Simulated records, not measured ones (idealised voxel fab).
Title: Process Module voxel wiring stack
The width of the displayed cross-section, cut, is 165 nm; its cells are square, with a size of 5 nm.
Cross-section format: a grid of square cells, given as bands from top to bottom; each band is one or more rows of cells.
Basically the band line says how high the top is and how high the bottom is, in nm, and then what's in it from left to right, every material with its width in nm. Empty space shows up as "empty", and if a single material carries "throughout" it runs the full band edge to edge.
Height 0 is the level under which the wafer as received is all one material. The lowest band goes on downwards, as in "0..down".
A width such as "30..40" changes by the same amount from each row of cells to the next, from the band's top row to its bottom row.
It should be understood that the words "no alterations made", when stated for a given step, signify that the cross-section underwent no change in any of its cells during that step.
Heads up: "Unvented cavities" only lists the empty pockets with no open path to the top that are 8 cells or more, and it writes them as width x height at distance, distance from the left edge, in nm.
If you see something after the settings on a step's line, that's the simulator's own remark about that step.
The "overlay nm" setting may appear on a step's line; for a step that uses a mask, it gives how far to the right of its planned position the mask lay, and a negative value indicates the left.
Below you will find pairs of cross-sections. In each, one shows the wafer before one process step and the other after it, with the after view ending at the lowest band that changed. Under each pair is the step separating them, along with its settings. Do not assume the pairs form a chain: they can come from different runs of this module on the same starting wafer, and a pair continues from the pair above it only when its "Incoming structure" entry says so.
**Incoming structure**
	30..5  empty 30 nm, then W 20 nm, then empty 20 nm, then W 20 nm, then empty 20 nm, then W 20 nm, then empty 35 nm
	5..0  empty 30 nm, then TiN 20 nm, then empty 20 nm, then TiN 20 nm, then empty 20 nm, then TiN 20 nm, then empty 35 nm
	0..down  Si throughout
	Unvented cavities: none
**As Processed**
	35..30  empty 25 nm, then SiCN 30 nm, then empty 10 nm, then SiCN 30 nm, then empty 10 nm, then SiCN 30 nm, then empty 30 nm
	30..5  empty 25 nm, then SiCN 5 nm, then W 20 nm, then SiCN 5 nm, then empty 10 nm, then SiCN 5 nm, then W 20 nm, then SiCN 5 nm, then empty 10 nm, then SiCN 5 nm, then W 20 nm, then SiCN 5 nm, then empty 30 nm
	5..0  SiCN 30 nm, then TiN 20 nm, then SiCN 20 nm, then TiN 20 nm, then SiCN 20 nm, then TiN 20 nm, then SiCN 35 nm
	Note: structure below 0 unchanged.
	Unvented cavities: none
Can you name the step between the two cross-sections above? It is CONFORMAL_DEP with material SiCN, thk nm 5
Incoming structure: it's just the after picture from the pair right above this one.
**As Processed**
	45..35  lowk throughout
	35..30  lowk 25 nm, then SiCN 30 nm, then lowk 10 nm, then SiCN 30 nm, then lowk 10 nm, then SiCN 30 nm, then lowk 30 nm
	30..5  lowk 25 nm, then SiCN 5 nm, then W 20 nm, then SiCN 5 nm, then lowk 10 nm, then SiCN 5 nm, then W 20 nm, then SiCN 5 nm, then lowk 10 nm, then SiCN 5 nm, then W 20 nm, then SiCN 5 nm, then lowk 30 nm
	Note: structure below 5 unchanged.
	Unvented cavities: none
Can you name the step between the two cross-sections above? It is FILL_DEP with material lowk, thk nm 10
Incoming structure: it's just the after picture from the pair right above this one.
**As Processed**
	40..35  lowk throughout
	Note: structure below 35 unchanged.
	Unvented cavities: none
Can you name the step between the two cross-sections above? It is CMP with height nm 40
Incoming structure: it's just the after picture from the pair right above this one.
**As Processed**
	45..40  SiCN throughout
	Note: structure below 40 unchanged.
	Unvented cavities: none
Can you name the step between the two cross-sections above? It is CONFORMAL_DEP with material SiCN, thk nm 5
Incoming structure: it's just the after picture from the pair right above this one.
**As Processed**
	65..45  SiO2 throughout
	Note: structure below 45 unchanged.
	Unvented cavities: none
Can you name the step between the two cross-sections above? It is DIRECTIONAL_DEP with material SiO2, thk nm 20
Incoming structure: it's just the after picture from the pair right above this one.
**As Processed**
	75..65  aC throughout
	Note: structure below 65 unchanged.
	Unvented cavities: none
Can you name the step between the two cross-sections above? It is DIRECTIONAL_DEP with material aC, thk nm 10
Incoming structure: it's just the after picture from the pair right above this one.
**As Processed**
	100..75  resist 30 nm, then empty 15 nm, then resist 25 nm, then empty 15 nm, then resist 25 nm, then empty 15 nm, then resist 40 nm
	Note: structure below 75 unchanged.
	Unvented cavities: none
Can you name the step between the two cross-sections above? It is PATTERN with tone open, mask id PLUG_1, material resist, width nm 15, pitch nm 40, thk nm 25, overlay nm 0
Incoming structure: it's just the after picture from the pair right above this one.
**As Processed**
	90..75  resist 30 nm, then empty 15 nm, then resist 25 nm, then empty 15 nm, then resist 25 nm, then empty 15 nm, then resist 40 nm
	75..65  aC 30 nm, then empty 15 nm, then aC 25 nm, then empty 15 nm, then aC 25 nm, then empty 15 nm, then aC 40 nm
	Note: structure below 65 unchanged.
	Unvented cavities: none
Can you name the step between the two cross-sections above? It is DIRECTIONAL_ETCH with etch materials aC, depth nm 10
Incoming structure: it's just the after picture from the pair right above this one.
**As Processed**
	75..65  aC 30 nm, then empty 15 nm, then aC 25 nm, then empty 15 nm, then aC 25 nm, then empty 15 nm, then aC 40 nm
	Note: structure below 65 unchanged.
	Unvented cavities: none
Can you name the step between the two cross-sections above? It is STRIP with etch materials resist
Incoming structure: it's just the after picture from the pair right above this one.
**As Processed**
	75..65  aC 30 nm, then empty 15 nm, then aC 25 nm, then empty 15 nm, then aC 25 nm, then empty 15 nm, then aC 40 nm
	65..45  SiO2 30 nm, then empty 15 nm, then SiO2 25 nm, then empty 15 nm, then SiO2 25 nm, then empty 15 nm, then SiO2 40 nm
	Note: structure below 45 unchanged.
	Unvented cavities: none
Can you name the step between the two cross-sections above? It is DIRECTIONAL_ETCH with etch materials SiO2, depth nm 20
Incoming structure: it's just the after picture from the pair right above this one.
**As Processed**
	75..65  aC 30 nm, then empty 15 nm, then aC 25 nm, then empty 15 nm, then aC 25 nm, then empty 15 nm, then aC 40 nm
	65..45  SiO2 30 nm, then empty 15 nm, then SiO2 25 nm, then empty 15 nm, then SiO2 25 nm, then empty 15 nm, then SiO2 40 nm
	45..40  SiCN 30 nm, then empty 15 nm, then SiCN 25 nm, then empty 15 nm, then SiCN 25 nm, then empty 15 nm, then SiCN 40 nm
	Note: structure below 40 unchanged.
	Unvented cavities: none
Can you name the step between the two cross-sections above? It is DIRECTIONAL_ETCH with etch materials SiCN, depth nm 5
Incoming structure: it's just the after picture from the pair right above this one.
**As Processed**
	65..45  SiO2 30 nm, then empty 15 nm, then SiO2 25 nm, then empty 15 nm, then SiO2 25 nm, then empty 15 nm, then SiO2 40 nm
	Note: structure below 45 unchanged.
	Unvented cavities: none
Can you name the step between the two cross-sections above? It is STRIP with etch materials aC
Incoming structure: it's just the after picture from the pair right above this one.
**As Processed**
	70..65  TiN 35 nm, then empty 5 nm, then TiN 35 nm, then empty 5 nm, then TiN 35 nm, then empty 5 nm, then TiN 45 nm
	65..45  SiO2 30 nm, then TiN 5 nm, then empty 5 nm, then TiN 5 nm, then SiO2 25 nm, then TiN 5 nm, then empty 5 nm, then TiN 5 nm, then SiO2 25 nm, then TiN 5 nm, then empty 5 nm, then TiN 5 nm, then SiO2 40 nm
	45..40  SiCN 30 nm, then TiN 15 nm, then SiCN 25 nm, then TiN 15 nm, then SiCN 25 nm, then TiN 15 nm, then SiCN 40 nm
	Note: structure below 40 unchanged.
	Unvented cavities: none
Can you name the step between the two cross-sections above? It is CONFORMAL_DEP with material TiN, thk nm 5
Incoming structure: it's just the after picture from the pair right above this one.
**As Processed**
	80..70  Cu throughout
	70..65  TiN 35 nm, then Cu 5 nm, then TiN 35 nm, then Cu 5 nm, then TiN 35 nm, then Cu 5 nm, then TiN 45 nm
	65..45  SiO2 30 nm, then TiN 5 nm, then Cu 5 nm, then TiN 5 nm, then SiO2 25 nm, then TiN 5 nm, then Cu 5 nm, then TiN 5 nm, then SiO2 25 nm, then TiN 5 nm, then Cu 5 nm, then TiN 5 nm, then SiO2 40 nm
	Note: structure below 45 unchanged.
	Unvented cavities: none
Can you name the step between the two cross-sections above? It is FILL_DEP with material Cu, thk nm 10
Incoming structure: it's just the after picture from the pair right above this one.
**As Processed**
	65..45  SiO2 30 nm, then TiN 5 nm, then Cu 5 nm, then TiN 5 nm, then SiO2 25 nm, then TiN 5 nm, then Cu 5 nm, then TiN 5 nm, then SiO2 25 nm, then TiN 5 nm, then Cu 5 nm, then TiN 5 nm, then SiO2 40 nm
	Note: structure below 45 unchanged.
	Unvented cavities: none
Can you name the step between the two cross-sections above? It is CMP with height nm 65
Incoming structure: it's just the after picture from the pair right above this one.
**As Processed**
	70..65  TiN throughout
	Note: structure below 65 unchanged.
	Unvented cavities: none
Can you name the step between the two cross-sections above? It is DIRECTIONAL_DEP with material TiN, thk nm 5
Incoming structure: it's just the after picture from the pair right above this one.
**As Processed**
	85..70  Ru throughout
	Note: structure below 70 unchanged.
	Unvented cavities: none
Can you name the step between the two cross-sections above? It is DIRECTIONAL_DEP with material Ru, thk nm 15
Incoming structure: it's just the after picture from the pair right above this one.
**As Processed**
	105..85  empty 30 nm, then resist 20 nm, then empty 20 nm, then resist 20 nm, then empty 20 nm, then resist 20 nm, then empty 35 nm
	Note: structure below 85 unchanged.
	Unvented cavities: none
Can you name the step between the two cross-sections above? It is PATTERN with tone cover, mask id METAL_2, material resist, width nm 20, pitch nm 40, thk nm 20, overlay nm 0
Incoming structure: it's just the after picture from the pair right above this one.
**As Processed**
	105..85  empty 30 nm, then resist 20 nm, then empty 20 nm, then resist 20 nm, then empty 20 nm, then resist 20 nm, then empty 35 nm
	85..70  empty 30 nm, then Ru 20 nm, then empty 20 nm, then Ru 20 nm, then empty 20 nm, then Ru 20 nm, then empty 35 nm
	Note: structure below 70 unchanged.
	Unvented cavities: none
Can you name the step between the two cross-sections above? It is DIRECTIONAL_ETCH with etch materials Ru, depth nm 15
Incoming structure: it's just the after picture from the pair right above this one.
**As Processed**
	105..85  empty 30 nm, then resist 20 nm, then empty 20 nm, then resist 20 nm, then empty 20 nm, then resist 20 nm, then empty 35 nm
	85..70  empty 30 nm, then Ru 20 nm, then empty 20 nm, then Ru 20 nm, then empty 20 nm, then Ru 20 nm, then empty 35 nm
	70..65  empty 30 nm, then TiN 20 nm, then empty 20 nm, then TiN 20 nm, then empty 20 nm, then TiN 20 nm, then empty 35 nm
	Note: structure below 65 unchanged.
	Unvented cavities: none
Can you name the step between the two cross-sections above? It is DIRECTIONAL_ETCH with etch materials TiN, depth nm 5
Incoming structure: it's just the after picture from the pair right above this one.
**As Processed**
	85..70  empty 30 nm, then Ru 20 nm, then empty 20 nm, then Ru 20 nm, then empty 20 nm, then Ru 20 nm, then empty 35 nm
	Note: structure below 70 unchanged.
	Unvented cavities: none
Can you name the step between the two cross-sections above? It is STRIP with etch materials resist
Incoming structure: it's just the after picture from the pair right above this one.
**As Processed**
	95..85  lowk throughout
	85..70  lowk 30 nm, then Ru 20 nm, then lowk 20 nm, then Ru 20 nm, then lowk 20 nm, then Ru 20 nm, then lowk 35 nm
	70..65  lowk 30 nm, then TiN 20 nm, then lowk 20 nm, then TiN 20 nm, then lowk 20 nm, then TiN 20 nm, then lowk 35 nm
	Note: structure below 65 unchanged.
	Unvented cavities: none
Can you name the step between the two cross-sections above? It is FILL_DEP with material lowk, thk nm 10
Incoming structure: it's just the after picture from the pair right above this one.
**As Processed**
	85..70  lowk 30 nm, then Ru 20 nm, then lowk 20 nm, then Ru 20 nm, then lowk 20 nm, then Ru 20 nm, then lowk 35 nm
	Note: structure below 70 unchanged.
	Unvented cavities: none
Can you name the step between the two cross-sections above? It is CMP with height nm 85
Incoming structure: it's just the after picture from the pair right above this one.
**As Processed**
	90..85  SiCN throughout
	Note: structure below 85 unchanged.
	Unvented cavities: none
Can you name the step between the two cross-sections above? It is CONFORMAL_DEP with material SiCN, thk nm 5
Incoming structure: it's just the after picture from the pair right above this one.
**As Processed**
	110..90  lowk throughout
	Note: structure below 90 unchanged.
	Unvented cavities: none
Can you name the step between the two cross-sections above? It is DIRECTIONAL_DEP with material lowk, thk nm 20
Incoming structure: it's just the after picture from the pair right above this one.
**As Processed**
	125..110  resist 30 nm, then empty 15 nm, then resist 25 nm, then empty 15 nm, then resist 25 nm, then empty 15 nm, then resist 40 nm
	Note: structure below 110 unchanged.
	Unvented cavities: none
Can you name the step between the two cross-sections above? It is PATTERN with tone open, mask id PLUG_2, material resist, width nm 15, pitch nm 40, thk nm 15, overlay nm 0
Incoming structure: it's just the after picture from the pair right above this one.
**As Processed**
	125..110  resist 30 nm, then empty 15 nm, then resist 25 nm, then empty 15 nm, then resist 25 nm, then empty 15 nm, then resist 40 nm
	110..90  lowk 30 nm, then empty 15 nm, then lowk 25 nm, then empty 15 nm, then lowk 25 nm, then empty 15 nm, then lowk 40 nm
	Note: structure below 90 unchanged.
	Unvented cavities: none
Can you name the step between the two cross-sections above? It is DIRECTIONAL_ETCH with etch materials lowk, depth nm 20
Incoming structure: it's just the after picture from the pair right above this one.
**As Processed**
	125..110  resist 30 nm, then empty 15 nm, then resist 25 nm, then empty 15 nm, then resist 25 nm, then empty 15 nm, then resist 40 nm
	110..90  lowk 30 nm, then empty 15 nm, then lowk 25 nm, then empty 15 nm, then lowk 25 nm, then empty 15 nm, then lowk 40 nm
	90..85  SiCN 30 nm, then empty 15 nm, then SiCN 25 nm, then empty 15 nm, then SiCN 25 nm, then empty 15 nm, then SiCN 40 nm
	Note: structure below 85 unchanged.
	Unvented cavities: none
Can you name the step between the two cross-sections above? It is DIRECTIONAL_ETCH with etch materials SiCN, depth nm 5
Incoming structure: it's just the after picture from the pair right above this one.
**As Processed**
	110..90  lowk 30 nm, then empty 15 nm, then lowk 25 nm, then empty 15 nm, then lowk 25 nm, then empty 15 nm, then lowk 40 nm
	Note: structure below 90 unchanged.
	Unvented cavities: none
Can you name the step between the two cross-sections above? It is STRIP with etch materials resist
Incoming structure: it's just the after picture from the pair right above this one.
**As Processed**
	110..95  lowk 30 nm, then empty 15 nm, then lowk 25 nm, then empty 15 nm, then lowk 25 nm, then empty 15 nm, then lowk 40 nm
	95..90  lowk 30 nm, then Ru 15 nm, then lowk 25 nm, then Ru 15 nm, then lowk 25 nm, then Ru 15 nm, then lowk 40 nm
	90..85  SiCN 30 nm, then Ru 15 nm, then SiCN 25 nm, then Ru 15 nm, then SiCN 25 nm, then Ru 15 nm, then SiCN 40 nm
	Note: structure below 85 unchanged.
	Unvented cavities: none
Can you name the step between the two cross-sections above? It is EPI with material Ru, thk nm 10
Incoming structure: it's just the after picture from the pair right above this one.
**As Processed**
	110..105  lowk 30 nm, then empty 15 nm, then lowk 25 nm, then empty 15 nm, then lowk 25 nm, then empty 15 nm, then lowk 40 nm
	105..90  lowk 30 nm, then Ru 15 nm, then lowk 25 nm, then Ru 15 nm, then lowk 25 nm, then Ru 15 nm, then lowk 40 nm
	Note: structure below 90 unchanged.
	Unvented cavities: none
Can you name the step between the two cross-sections above? It is EPI with material Ru, thk nm 10
Incoming structure: it's just the after picture from the pair right above this one.
**As Processed**
	110..90  lowk 30 nm, then Ru 15 nm, then lowk 25 nm, then Ru 15 nm, then lowk 25 nm, then Ru 15 nm, then lowk 40 nm
	Note: structure below 90 unchanged.
	Unvented cavities: none
Can you name the step between the two cross-sections above? It is EPI with material Ru, thk nm 5
Incoming structure: it's just the after picture from the pair right above this one.
**As Processed**
	115..110  TiN throughout
	Note: structure below 110 unchanged.
	Unvented cavities: none
Can you name the step between the two cross-sections above? It is DIRECTIONAL_DEP with material TiN, thk nm 5
Incoming structure: it's just the after picture from the pair right above this one.
**As Processed**
	130..115  Ru throughout
	Note: structure below 115 unchanged.
	Unvented cavities: none
Can you name the step between the two cross-sections above? It is DIRECTIONAL_DEP with material Ru, thk nm 15
Incoming structure: it's just the after picture from the pair right above this one.
**As Processed**
	140..130  aC throughout
	Note: structure below 130 unchanged.
	Unvented cavities: none
Can you name the step between the two cross-sections above? It is DIRECTIONAL_DEP with material aC, thk nm 10
Incoming structure: it's just the after picture from the pair right above this one.
**As Processed**
	165..140  empty 30 nm, then resist 20 nm, then empty 20 nm, then resist 20 nm, then empty 20 nm, then resist 20 nm, then empty 35 nm
	Note: structure below 140 unchanged.
	Unvented cavities: none
Can you name the step between the two cross-sections above? It is PATTERN with tone cover, mask id METAL_3, material resist, width nm 20, pitch nm 40, thk nm 25, overlay nm 0
Incoming structure: it's just the after picture from the pair right above this one.
**As Processed**
	155..140  empty 30 nm, then resist 20 nm, then empty 20 nm, then resist 20 nm, then empty 20 nm, then resist 20 nm, then empty 35 nm
	140..130  empty 30 nm, then aC 20 nm, then empty 20 nm, then aC 20 nm, then empty 20 nm, then aC 20 nm, then empty 35 nm
	Note: structure below 130 unchanged.
	Unvented cavities: none
Can you name the step between the two cross-sections above? It is DIRECTIONAL_ETCH with etch materials aC, depth nm 10
Incoming structure: it's just the after picture from the pair right above this one.
**As Processed**
	140..130  empty 30 nm, then aC 20 nm, then empty 20 nm, then aC 20 nm, then empty 20 nm, then aC 20 nm, then empty 35 nm
	Note: structure below 130 unchanged.
	Unvented cavities: none
Can you name the step between the two cross-sections above? It is STRIP with etch materials resist
Incoming structure: it's just the after picture from the pair right above this one.
**As Processed**
	140..130  empty 30 nm, then aC 20 nm, then empty 20 nm, then aC 20 nm, then empty 20 nm, then aC 20 nm, then empty 35 nm
	130..115  empty 30 nm, then Ru 20 nm, then empty 20 nm, then Ru 20 nm, then empty 20 nm, then Ru 20 nm, then empty 35 nm
	Note: structure below 115 unchanged.
	Unvented cavities: none
Can you name the step between the two cross-sections above? It is DIRECTIONAL_ETCH with etch materials Ru, depth nm 15
Incoming structure: it's just the after picture from the pair right above this one.
**As Processed**
	140..130  empty 30 nm, then aC 20 nm, then empty 20 nm, then aC 20 nm, then empty 20 nm, then aC 20 nm, then empty 35 nm
	130..115  empty 30 nm, then Ru 20 nm, then empty 20 nm, then Ru 20 nm, then empty 20 nm, then Ru 20 nm, then empty 35 nm
	115..110  empty 30 nm, then TiN 20 nm, then empty 20 nm, then TiN 20 nm, then empty 20 nm, then TiN 20 nm, then empty 35 nm
	Note: structure below 110 unchanged.
	Unvented cavities: none
Can you name the step between the two cross-sections above? It is DIRECTIONAL_ETCH with etch materials TiN, depth nm 5
Incoming structure: it's just the after picture from the pair right above this one.
**As Processed**
	130..115  empty 30 nm, then Ru 20 nm, then empty 20 nm, then Ru 20 nm, then empty 20 nm, then Ru 20 nm, then empty 35 nm
	Note: structure below 115 unchanged.
	Unvented cavities: none
Can you name the step between the two cross-sections above? It is STRIP with etch materials aC
Incoming structure: it's just the after picture from the pair right above this one.
**As Processed**
	135..130  empty 25 nm, then SiN 30 nm, then empty 10 nm, then SiN 30 nm, then empty 10 nm, then SiN 30 nm, then empty 30 nm
	130..115  empty 25 nm, then SiN 5 nm, then Ru 20 nm, then SiN 5 nm, then empty 10 nm, then SiN 5 nm, then Ru 20 nm, then SiN 5 nm, then empty 10 nm, then SiN 5 nm, then Ru 20 nm, then SiN 5 nm, then empty 30 nm
	115..110  SiN 30 nm, then TiN 20 nm, then SiN 20 nm, then TiN 20 nm, then SiN 20 nm, then TiN 20 nm, then SiN 35 nm
	Note: structure below 110 unchanged.
	Unvented cavities: none
Can you name the step between the two cross-sections above? It is CONFORMAL_DEP with material SiN, thk nm 5
Incoming structure: it's just the after picture from the pair right above this one.
**As Processed**
	145..135  SiO2 throughout
	135..130  SiO2 25 nm, then SiN 30 nm, then SiO2 10 nm, then SiN 30 nm, then SiO2 10 nm, then SiN 30 nm, then SiO2 30 nm
	130..115  SiO2 25 nm, then SiN 5 nm, then Ru 20 nm, then SiN 5 nm, then SiO2 10 nm, then SiN 5 nm, then Ru 20 nm, then SiN 5 nm, then SiO2 10 nm, then SiN 5 nm, then Ru 20 nm, then SiN 5 nm, then SiO2 30 nm
	Note: structure below 115 unchanged.
	Unvented cavities: none
Can you name the step between the two cross-sections above? It is FILL_DEP with material SiO2, thk nm 10
Incoming structure: it's just the after picture from the pair right above this one.
**As Processed**
	130..115  SiO2 25 nm, then SiN 5 nm, then Ru 20 nm, then SiN 5 nm, then SiO2 10 nm, then SiN 5 nm, then Ru 20 nm, then SiN 5 nm, then SiO2 10 nm, then SiN 5 nm, then Ru 20 nm, then SiN 5 nm, then SiO2 30 nm
	Note: structure below 115 unchanged.
	Unvented cavities: none
Can you name the step between the two cross-sections above? It is CMP with height nm 130
Incoming structure: it's just the after picture from the pair right above this one.
**As Processed**
	135..130  SiCN throughout
	Note: structure below 130 unchanged.
	Unvented cavities: none
Can you name the step between the two cross-sections above? It is CONFORMAL_DEP with material SiCN, thk nm 5
Incoming structure: it's just the after picture from the pair right above this one.
**As Processed**
	155..135  lowk throughout
	Note: structure below 135 unchanged.
	Unvented cavities: none
Can you name the step between the two cross-sections above? It is DIRECTIONAL_DEP with material lowk, thk nm 20
Incoming structure: it's just the after picture from the pair right above this one.
**As Processed**
	155..135  lowk 30 nm, then empty 15 nm, then lowk 25 nm, then empty 15 nm, then lowk 25 nm, then empty 15 nm, then lowk 40 nm
	Note: structure below 135 unchanged.
	Unvented cavities: none
Can you name the step between the two cross-sections above? It is MASKED_ETCH with tone open, mask id PLUG_3, width nm 15, pitch nm 40, etch materials lowk, depth nm 20, overlay nm 0
Incoming structure: it's just the after picture from the pair right above this one.
**As Processed**
	155..135  lowk 30 nm, then empty 15 nm, then lowk 25 nm, then empty 15 nm, then lowk 25 nm, then empty 15 nm, then lowk 40 nm
	135..130  SiCN 30 nm, then empty 15 nm, then SiCN 25 nm, then empty 15 nm, then SiCN 25 nm, then empty 15 nm, then SiCN 40 nm
	Note: structure below 130 unchanged.
	Unvented cavities: none
Can you name the step between the two cross-sections above? It is MASKED_ETCH with tone open, mask id PLUG_3, width nm 15, pitch nm 40, etch materials SiCN, depth nm 5, overlay nm 0
Incoming structure: it's just the after picture from the pair right above this one.
**As Processed**
	155..140  lowk 30 nm, then empty 15 nm, then lowk 25 nm, then empty 15 nm, then lowk 25 nm, then empty 15 nm, then lowk 40 nm
	140..135  lowk 30 nm, then Ru 15 nm, then lowk 25 nm, then Ru 15 nm, then lowk 25 nm, then Ru 15 nm, then lowk 40 nm
	135..130  SiCN 30 nm, then Ru 15 nm, then SiCN 25 nm, then Ru 15 nm, then SiCN 25 nm, then Ru 15 nm, then SiCN 40 nm
	Note: structure below 130 unchanged.
	Unvented cavities: none
Can you name the step between the two cross-sections above? It is EPI with material Ru, thk nm 10
Incoming structure: it's just the after picture from the pair right above this one.
**As Processed**
	155..150  lowk 30 nm, then empty 15 nm, then lowk 25 nm, then empty 15 nm, then lowk 25 nm, then empty 15 nm, then lowk 40 nm
	150..135  lowk 30 nm, then Ru 15 nm, then lowk 25 nm, then Ru 15 nm, then lowk 25 nm, then Ru 15 nm, then lowk 40 nm
	Note: structure below 135 unchanged.
	Unvented cavities: none
Can you name the step between the two cross-sections above? It is EPI with material Ru, thk nm 10
Incoming structure: it's just the after picture from the pair right above this one.
**As Processed**
	155..135  lowk 30 nm, then Ru 15 nm, then lowk 25 nm, then Ru 15 nm, then lowk 25 nm, then Ru 15 nm, then lowk 40 nm
	Note: structure below 135 unchanged.
	Unvented cavities: none
Can you name the step between the two cross-sections above? It is EPI with material Ru, thk nm 5
Incoming structure: it's just the after picture from the pair right above this one.
**As Processed**
	160..155  TiN throughout
	Note: structure below 155 unchanged.
	Unvented cavities: none
Can you name the step between the two cross-sections above? It is DIRECTIONAL_DEP with material TiN, thk nm 5
Incoming structure: it's just the after picture from the pair right above this one.
**As Processed**
	175..160  W throughout
	Note: structure below 160 unchanged.
	Unvented cavities: none
Can you name the step between the two cross-sections above? It is DIRECTIONAL_DEP with material W, thk nm 15
Incoming structure: it's just the after picture from the pair right above this one.
**As Processed**
	175..160  empty 30 nm, then W 20 nm, then empty 20 nm, then W 20 nm, then empty 20 nm, then W 20 nm, then empty 35 nm
	Note: structure below 160 unchanged.
	Unvented cavities: none
Can you name the step between the two cross-sections above? It is MASKED_ETCH with tone cover, mask id METAL_4, width nm 20, pitch nm 40, etch materials W, depth nm 15, overlay nm 0
Incoming structure: it's just the after picture from the pair right above this one.
**As Processed**
	175..160  empty 30 nm, then W 20 nm, then empty 20 nm, then W 20 nm, then empty 20 nm, then W 20 nm, then empty 35 nm
	160..155  empty 30 nm, then TiN 20 nm, then empty 20 nm, then TiN 20 nm, then empty 20 nm, then TiN 20 nm, then empty 35 nm
	Note: structure below 155 unchanged.
	Unvented cavities: none
Can you name the step between the two cross-sections above? It is MASKED_ETCH with tone cover, mask id METAL_4, width nm 20, pitch nm 40, etch materials TiN, depth nm 5, overlay nm 0
Incoming structure: it's just the after picture from the pair right above this one.
**As Processed**
	185..175  SiO2 throughout
	175..160  SiO2 30 nm, then W 20 nm, then SiO2 20 nm, then W 20 nm, then SiO2 20 nm, then W 20 nm, then SiO2 35 nm
	160..155  SiO2 30 nm, then TiN 20 nm, then SiO2 20 nm, then TiN 20 nm, then SiO2 20 nm, then TiN 20 nm, then SiO2 35 nm
	Note: structure below 155 unchanged.
	Unvented cavities: none
Can you name the step between the two cross-sections above? It is FILL_DEP with material SiO2, thk nm 10
Incoming structure: it's just the after picture from the pair right above this one.
**As Processed**
	175..160  SiO2 30 nm, then W 20 nm, then SiO2 20 nm, then W 20 nm, then SiO2 20 nm, then W 20 nm, then SiO2 35 nm
	Note: structure below 160 unchanged.
	Unvented cavities: none
Can you name the step between the two cross-sections above? It is CMP with height nm 175
Incoming structure: it's just the after picture from the pair right above this one.
**As Processed**
	180..175  SiCN throughout
	Note: structure below 175 unchanged.
	Unvented cavities: none
Can you name the step between the two cross-sections above? It is CONFORMAL_DEP with material SiCN, thk nm 5
**Incoming structure**
	155..150  lowk 30 nm, then empty 15 nm, then lowk 25 nm, then empty 15 nm, then lowk 25 nm, then empty 15 nm, then lowk 40 nm
	150..135  lowk 30 nm, then Ru 15 nm, then lowk 25 nm, then Ru 15 nm, then lowk 25 nm, then Ru 15 nm, then lowk 40 nm
	135..130  SiCN 30 nm, then Ru 15 nm, then SiCN 25 nm, then Ru 15 nm, then SiCN 25 nm, then Ru 15 nm, then SiCN 40 nm
	130..115  SiO2 25 nm, then SiN 5 nm, then Ru 20 nm, then SiN 5 nm, then SiO2 10 nm, then SiN 5 nm, then Ru 20 nm, then SiN 5 nm, then SiO2 10 nm, then SiN 5 nm, then Ru 20 nm, then SiN 5 nm, then SiO2 30 nm
	115..110  SiN 30 nm, then TiN 20 nm, then SiN 20 nm, then TiN 20 nm, then SiN 20 nm, then TiN 20 nm, then SiN 35 nm
	110..90  lowk 30 nm, then Ru 15 nm, then lowk 25 nm, then Ru 15 nm, then lowk 25 nm, then Ru 15 nm, then lowk 40 nm
	90..85  SiCN 30 nm, then Ru 15 nm, then SiCN 25 nm, then Ru 15 nm, then SiCN 25 nm, then Ru 15 nm, then SiCN 40 nm
	85..70  lowk 30 nm, then Ru 20 nm, then lowk 20 nm, then Ru 20 nm, then lowk 20 nm, then Ru 20 nm, then lowk 35 nm
	70..65  lowk 30 nm, then TiN 20 nm, then lowk 20 nm, then TiN 20 nm, then lowk 20 nm, then TiN 20 nm, then lowk 35 nm
	65..45  SiO2 30 nm, then TiN 5 nm, then Cu 5 nm, then TiN 5 nm, then SiO2 25 nm, then TiN 5 nm, then Cu 5 nm, then TiN 5 nm, then SiO2 25 nm, then TiN 5 nm, then Cu 5 nm, then TiN 5 nm, then SiO2 40 nm
	45..40  SiCN 30 nm, then TiN 15 nm, then SiCN 25 nm, then TiN 15 nm, then SiCN 25 nm, then TiN 15 nm, then SiCN 40 nm
	40..15  lowk 25 nm, then SiCN 5 nm, then W 20 nm, then SiCN 5 nm, then lowk 10 nm, then SiCN 5 nm, then W 20 nm, then SiCN 5 nm, then lowk 10 nm, then SiCN 5 nm, then W 20 nm, then SiCN 5 nm, then lowk 30 nm
	15..10  SiCN 30 nm, then TiN 20 nm, then SiCN 20 nm, then TiN 20 nm, then SiCN 20 nm, then TiN 20 nm, then SiCN 35 nm
	10..0  SiO2 throughout
	0..down  Si throughout
	Unvented cavities: none
**As Processed**
	160..155  empty 25 nm, then Ru 25 nm, then empty 15 nm, then Ru 25 nm, then empty 15 nm, then Ru 25 nm, then empty 35 nm
	155..135  lowk 30 nm, then Ru 15 nm, then lowk 25 nm, then Ru 15 nm, then lowk 25 nm, then Ru 15 nm, then lowk 40 nm
	Note: structure below 135 unchanged.
	Unvented cavities: none
Can you name the step between the two cross-sections above? It is EPI with material Ru, thk nm 10
Incoming structure: it's just the after picture from the pair right above this one.
**As Processed**
	165..155  empty 20 nm, then Ru 35 nm, then empty 5 nm, then Ru 35 nm, then empty 5 nm, then Ru 35 nm, then empty 30 nm
	Note: structure below 155 unchanged.
	Unvented cavities: none
Can you name the step between the two cross-sections above? It is EPI with material Ru, thk nm 5
Incoming structure: it's just the after picture from the pair right above this one.
**As Processed**
	170..165  empty 20 nm, then TiN 35 nm, then empty 5 nm, then TiN 35 nm, then empty 5 nm, then TiN 35 nm, then empty 30 nm
	165..160  empty 20 nm, then Ru 35 nm, then empty 5 nm, then Ru 35 nm, then empty 5 nm, then Ru 35 nm, then empty 30 nm
	160..155  TiN 20 nm, then Ru 35 nm, then TiN 5 nm, then Ru 35 nm, then TiN 5 nm, then Ru 35 nm, then TiN 30 nm
	Note: structure below 155 unchanged.
	Unvented cavities: none
Can you name the step between the two cross-sections above? It is DIRECTIONAL_DEP with material TiN, thk nm 5
Incoming structure: it's just the after picture from the pair right above this one.
**As Processed**
	185..175  empty 20 nm, then W 35 nm, then empty 5 nm, then W 35 nm, then empty 5 nm, then W 35 nm, then empty 30 nm
	175..170  W throughout
	170..165  W 20 nm, then TiN 35 nm, then W 5 nm, then TiN 35 nm, then W 5 nm, then TiN 35 nm, then W 30 nm
	165..160  W 20 nm, then Ru 35 nm, then W 5 nm, then Ru 35 nm, then W 5 nm, then Ru 35 nm, then W 30 nm
	Note: structure below 160 unchanged.
	Unvented cavities: none
Can you name the step between the two cross-sections above? It is DIRECTIONAL_DEP with material W, thk nm 15
